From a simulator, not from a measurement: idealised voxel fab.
Process module name: voxel lift off
Pictured: cross-section cut, 300 nm wide, on a grid of 5 nm square cells.
Bands, listed from the top down, are how a cross-section gets written in this document; the cross-section itself is a grid of square cells, and a band is one or more rows of them.
Band: top and bottom heights (nm) first, top before bottom; then materials from left to right, widths in nm. "everywhere" marks a sole material filling the band edge to edge. "air" denotes empty space.
Heights are expressed relative to 0, this being the level below which the as-received wafer comprises one material exclusively. The lowest band is unbounded in the downward direction and is denoted as in "top 0, no bottom".
Graded width ("30->40"): value in top row of band = first number; value in bottom row = second number; row-to-row change constant.
Step note "everything unchanged" = no cross-section cell changed.
Heads up: "Sealed internal voids" only lists the empty pockets with no open path to the top that are 8 cells or more, and it writes them as width x height at distance, distance from the left edge, in nm.
Where a step's line continues beyond its settings, the continuation is a remark by the simulator itself on that step.
You can add "overlay nm" to a step's line. For a step with a mask, it describes how far the mask lay to the right of its planned position, and a negative number describes a lay to the left.
The following list gives the planned process steps
- 1: RECEIVE: material Si
- 2: CONFORMAL_DEP: material SiN, thk nm 15
- 3: PATTERN: tone open, mask id LINES, material resist, width nm 30, pitch nm 60, thk nm 20, overlay nm 0
- 4: DIRECTIONAL_DEP: material Ru, thk nm 10
- 5: STRIP: etch materials resist
- 6: CONFORMAL_DEP: material SiCN, thk nm 5
Among the wafers covered here, the point of difference is the thk nm at step 6; their starting state is shared, and the plan presents the value of the first wafer.
Step 1 complete: as-received cross-section of the first of several wafers
- top 0, no bottom  Si everywhere
- Sealed internal voids: none
Below: a row per wafer. Contents at end of module: for every material, cells gained since receipt (+) or lost since receipt (-); then closed voids
thk nm 5 | +36 Ru | +72 SiCN | +180 SiN | Sealed internal voids: none
thk nm 10 | +36 Ru | +144 SiCN | +180 SiN | Sealed internal voids: none
thk nm 15 | +36 Ru | +216 SiCN | +180 SiN | Sealed internal voids: none
thk nm 20 | +36 Ru | +280 SiCN | +180 SiN | Sealed internal voids: none
thk nm 25 | +36 Ru | +344 SiCN | +180 SiN | Sealed internal voids: none
